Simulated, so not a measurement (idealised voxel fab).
voxel air gaps: a process module
The figure presents cross-section cut, which has a width of 175 nm and is divided into square cells with an edge length of 5 nm.
Think of the cross-section as a grid of square cells. We describe it in bands, top to bottom, and each band covers one or more rows of those cells.
Read a band's entry like this: the first values are the height of its top and the height of its bottom in nm, and what follows is the sequence of materials from left to right, each with its width in nm. Note that "blank" is empty space, and that a single material marked "throughout" reaches across the band from edge to edge.
A quick word on heights: they are counted from 0, and under that level the wafer as it came to us is one material throughout. The lowest band is different from the rest in having no bottom; it simply continues downward, written as in "0 down".
A width such as "30 to 40" changes by the same amount from each row of cells to the next, from the band's top row to its bottom row.
For the purposes of this document, the phrase "nothing altered" attached to a step denotes that no cell within the cross-section was modified by that step.
You'll see "Closed cavities" listing empty spaces that have no way open to the top, as long as they're 8 cells or more; the notation is width x height at distance, where the distance is from the left edge, and all of it is in nm.
Step line, after settings: the simulator's comment on this step.
"overlay nm" on a masked step: distance the mask lay right of its planned place, negative for left.

# Set out below are the planned steps of the process
- 1: RECEIVE, material Si
- 2: CONFORMAL_DEP, material SiO2, thk nm 10
- 3: CONFORMAL_DEP, material SiN, thk nm 5
- 4: DIRECTIONAL_DEP, material lowk, thk nm 40
- 5: PATTERN, tone open, mask id LINES, material resist, width nm 20, pitch nm 45, thk nm 20, overlay nm 0
- 6: DIRECTIONAL_ETCH, etch materials lowk, depth nm 40
- 7: STRIP, etch materials resist
- 8: CONFORMAL_DEP, material TiN, thk nm 5
- 9: FILL_DEP, material Cu, thk nm 10
- 10: CMP, height nm 55
- 11: EPI, material Ru, thk nm 10
- 12: SELECTIVE_ETCH, etch materials lowk, depth nm 50
- 13: CONFORMAL_DEP, material SiN, thk nm 5

# Wafer as received: cross-section following step 1
* 0 down = Si throughout
* Closed cavities: none

# Cross-section at module end, one run error; start and plan unchanged from above
* 80 to 75 = SiN throughout
* 75 to 65 = Ru throughout
* 65 to 60 = Cu throughout
* 60 to 55 = TiN=35 | Cu=10 | TiN=35 | Cu=10 | TiN=35 | Cu=10 | TiN=40
* 55 to 20 = lowk=30 | TiN=5 | Cu=10 | TiN=5 | lowk=25 | TiN=5 | Cu=10 | TiN=5 | lowk=25 | TiN=5 | Cu=10 | TiN=5 | lowk=35
* 20 to 15 = lowk=30 | TiN=20 | lowk=25 | TiN=20 | lowk=25 | TiN=20 | lowk=35
* 15 to 10 = SiN throughout
* 10 to 0 = SiO2 throughout
* 0 down = Si throughout
* Closed cavities: none
What was the processing mistake? step 10 did not use the planned setting and instead ran as CMP, height nm 65
